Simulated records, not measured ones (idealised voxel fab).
process module | voxel fin reveal
cross-section cut | 215 nm wide | cells 5 nm
A cross-section is a grid of square cells, given in bands from the top down. A band is one or more rows of cells.
Each band's line starts with the height of the band's top and of its bottom, in nm. Then come its materials from left to right, each with its width in nm. One material with "throughout" fills the band from edge to edge. "air" is empty space.
Height 0 is the level under which the wafer as received is all one material. The lowest band goes on downwards, as in "0 down".
A width such as "30 to 40" changes by the same amount from each row of cells to the next, from the band's top row to its bottom row.
"no change" after a step means that no cell of the cross-section changed.
closed voids: empty space of 8 cells or more with no open way to the top, each as width x height at its distance from the left edge, in nm
after a step's settings: what the simulator itself notes on the step
overlay nm, on a step with a mask: how far to the right of its planned place the mask lay; to the left if negative
plan
1 op RECEIVE | material Si
2 op CONFORMAL_DEP | material SiN | thk nm 5
3 op DIRECTIONAL_DEP | material aC | thk nm 15
4 op PATTERN | tone cover | mask id FINS | material resist | width nm 15 | pitch nm 40 | thk nm 35 | overlay nm 0
5 op DIRECTIONAL_ETCH | etch materials aC | depth nm 15
6 op STRIP | etch materials resist
7 op DIRECTIONAL_ETCH | etch materials SiN | depth nm 5
8 op DIRECTIONAL_ETCH | etch materials Si | depth nm 40
9 op STRIP | etch materials aC
10 op OXIDIZE | depth nm 5
11 op FILL_DEP | material SiO2 | thk nm 10
12 op CMP | height nm 5
13 op SELECTIVE_ETCH | etch materials SiO2 | depth nm 15
14 op STRIP | etch materials SiN
15 op CONFORMAL_DEP | material HfO2 | thk nm 5
first wafer, as planned
as received, after step 1
  0 down: Si throughout
  closed voids: none
after step 2
  5 to 0: SiN throughout
  below 0: unchanged
after step 3
  20 to 5: aC throughout
  below 5: unchanged
after step 4
  55 to 20: air 60 | resist 15 | air 25 | resist 15 | air 25 | resist 15 | air 60
  below 20: unchanged
after step 5
  40 to 20: air 60 | resist 15 | air 25 | resist 15 | air 25 | resist 15 | air 60
  20 to 5: air 60 | aC 15 | air 25 | aC 15 | air 25 | aC 15 | air 60
  below 5: unchanged
after step 6
  20 to 5: air 60 | aC 15 | air 25 | aC 15 | air 25 | aC 15 | air 60
  below 5: unchanged
after step 7
  20 to 5: air 60 | aC 15 | air 25 | aC 15 | air 25 | aC 15 | air 60
  5 to 0: air 60 | SiN 15 | air 25 | SiN 15 | air 25 | SiN 15 | air 60
  below 0: unchanged
after step 8
  20 to 5: air 60 | aC 15 | air 25 | aC 15 | air 25 | aC 15 | air 60
  5 to 0: air 60 | SiN 15 | air 25 | SiN 15 | air 25 | SiN 15 | air 60
  0 to -40: air 60 | Si 15 | air 25 | Si 15 | air 25 | Si 15 | air 60
  below -40: unchanged
after step 9
  5 to 0: air 60 | SiN 15 | air 25 | SiN 15 | air 25 | SiN 15 | air 60
  below 0: unchanged
after step 10
  5 to 0: air 60 | SiN 15 | air 25 | SiN 15 | air 25 | SiN 15 | air 60
  0 to -40: air 60 | SiO2 5 | Si 5 | SiO2 5 | air 25 | SiO2 5 | Si 5 | SiO2 5 | air 25 | SiO2 5 | Si 5 | SiO2 5 | air 60
  -40 to -45: SiO2 65 | Si 5 | SiO2 35 | Si 5 | SiO2 35 | Si 5 | SiO2 65
  below -45: unchanged
after step 11
  15 to 5: SiO2 throughout
  5 to 0: SiO2 60 | SiN 15 | SiO2 25 | SiN 15 | SiO2 25 | SiN 15 | SiO2 60
  0 to -45: SiO2 65 | Si 5 | SiO2 35 | Si 5 | SiO2 35 | Si 5 | SiO2 65
  below -45: unchanged
after step 12
  5 to 0: SiO2 60 | SiN 15 | SiO2 25 | SiN 15 | SiO2 25 | SiN 15 | SiO2 60
  below 0: unchanged
after step 13
  5 to 0: air 60 | SiN 15 | air 25 | SiN 15 | air 25 | SiN 15 | air 60
  0 to -10: air 65 | Si 5 | air 35 | Si 5 | air 35 | Si 5 | air 65
  below -10: unchanged
after step 14
  0 to -10: air 65 | Si 5 | air 35 | Si 5 | air 35 | Si 5 | air 65
  below -10: unchanged
after step 15
  5 to 0: air 60 | HfO2 15 | air 25 | HfO2 15 | air 25 | HfO2 15 | air 60
  0 to -5: air 60 | HfO2 5 | Si 5 | HfO2 5 | air 25 | HfO2 5 | Si 5 | HfO2 5 | air 25 | HfO2 5 | Si 5 | HfO2 5 | air 60
  -5 to -10: HfO2 65 | Si 5 | HfO2 35 | Si 5 | HfO2 35 | Si 5 | HfO2 65
  below -10: unchanged
second wafer: like start, like plan, one mistake. Through step 7 it matches the first wafer
when step 8 should have ended
  20 to 5: air 60 | aC 15 | air 25 | aC 15 | air 25 | aC 15 | air 60
  5 to 0: air 60 | SiN 15 | air 25 | SiN 15 | air 25 | SiN 15 | air 60
  0 to -30: air 60 | Si 15 | air 25 | Si 15 | air 25 | Si 15 | air 60
  below -30: unchanged
when step 9 should have ended
  5 to 0: air 60 | SiN 15 | air 25 | SiN 15 | air 25 | SiN 15 | air 60
  below 0: unchanged
when step 10 should have ended
  5 to 0: air 60 | SiN 15 | air 25 | SiN 15 | air 25 | SiN 15 | air 60
  0 to -30: air 60 | SiO2 5 | Si 5 | SiO2 5 | air 25 | SiO2 5 | Si 5 | SiO2 5 | air 25 | SiO2 5 | Si 5 | SiO2 5 | air 60
  -30 to -35: SiO2 65 | Si 5 | SiO2 35 | Si 5 | SiO2 35 | Si 5 | SiO2 65
  below -35: unchanged
when step 11 should have ended
  15 to 5: SiO2 throughout
  5 to 0: SiO2 60 | SiN 15 | SiO2 25 | SiN 15 | SiO2 25 | SiN 15 | SiO2 60
  0 to -35: SiO2 65 | Si 5 | SiO2 35 | Si 5 | SiO2 35 | Si 5 | SiO2 65
  below -35: unchanged
when step 12 should have ended
  5 to 0: SiO2 60 | SiN 15 | SiO2 25 | SiN 15 | SiO2 25 | SiN 15 | SiO2 60
  below 0: unchanged
when step 13 should have ended
  5 to 0: air 60 | SiN 15 | air 25 | SiN 15 | air 25 | SiN 15 | air 60
  0 to -10: air 65 | Si 5 | air 35 | Si 5 | air 35 | Si 5 | air 65
  below -10: unchanged
when step 14 should have ended
  0 to -10: air 65 | Si 5 | air 35 | Si 5 | air 35 | Si 5 | air 65
  below -10: unchanged
when step 15 should have ended
  5 to 0: air 60 | HfO2 15 | air 25 | HfO2 15 | air 25 | HfO2 15 | air 60
  0 to -5: air 60 | HfO2 5 | Si 5 | HfO2 5 | air 25 | HfO2 5 | Si 5 | HfO2 5 | air 25 | HfO2 5 | Si 5 | HfO2 5 | air 60
  -5 to -10: HfO2 65 | Si 5 | HfO2 35 | Si 5 | HfO2 35 | Si 5 | HfO2 65
  below -10: unchanged
what went wrong: step 8 ran as: op DIRECTIONAL_ETCH | etch materials Si | depth nm 30
at the end the second wafer has, in cells: 80 more of Si | 80 fewer of SiO2
